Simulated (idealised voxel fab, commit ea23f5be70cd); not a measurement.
process module | voxel double patterning
cross-section cut | 255 nm wide | cells 5 nm
A cross-section is a grid of square cells, given in bands from the top down. A band is one or more rows of cells.
Each band's line starts with the height of the band's top and of its bottom, in nm. Then come its materials from left to right, each with its width in nm. One material with "throughout" fills the band from edge to edge. "air" is empty space.
Height 0 is the level under which the wafer as received is all one material. The lowest band goes on downwards, as in "0 down".
A width such as "30 to 40" changes by the same amount from each row of cells to the next, from the band's top row to its bottom row.
"no change" after a step means that no cell of the cross-section changed.
closed voids: empty space of 8 cells or more with no open way to the top, each as width x height at its distance from the left edge, in nm
after a step's settings: what the simulator itself notes on the step
overlay nm, on a step with a mask: how far to the right of its planned place the mask lay; to the left if negative
plan
1 op RECEIVE | material Si
2 op CONFORMAL_DEP | material SiO2 | thk nm 10
3 op DIRECTIONAL_DEP | material polySi | thk nm 15
4 op DIRECTIONAL_DEP | material SiCN | thk nm 5
5 op PATTERN | tone open | mask id FIRST | material resist | width nm 15 | pitch nm 50 | thk nm 15 | overlay nm 0
6 op DIRECTIONAL_ETCH | etch materials SiCN | depth nm 5
7 op STRIP | etch materials resist
8 op MASKED_ETCH | tone open | mask id SECOND | width nm 15 | etch materials SiCN | depth nm 5 | overlay nm 0
9 op DIRECTIONAL_ETCH | etch materials polySi | depth nm 15
10 op STRIP | etch materials SiCN
as received, after step 1
  0 down: Si throughout
  closed voids: none
first wafer at the end, as planned
  25 to 10: polySi 95 | air 15 | polySi 10 | air 15 | polySi 10 | air 15 | polySi 95
  10 to 0: SiO2 throughout
  0 down: Si throughout
  closed voids: none
second wafer at the end: like start, like plan, one mistake
  25 to 10: air 120 | polySi 15 | air 120
  10 to 0: SiO2 throughout
  0 down: Si throughout
  closed voids: none
what went wrong: step 8 ran as: op MASKED_ETCH | tone cover | mask id SECOND | width nm 15 | etch materials SiCN | depth nm 5 | overlay nm 0
at the end the second wafer has, in cells: 117 fewer of polySi
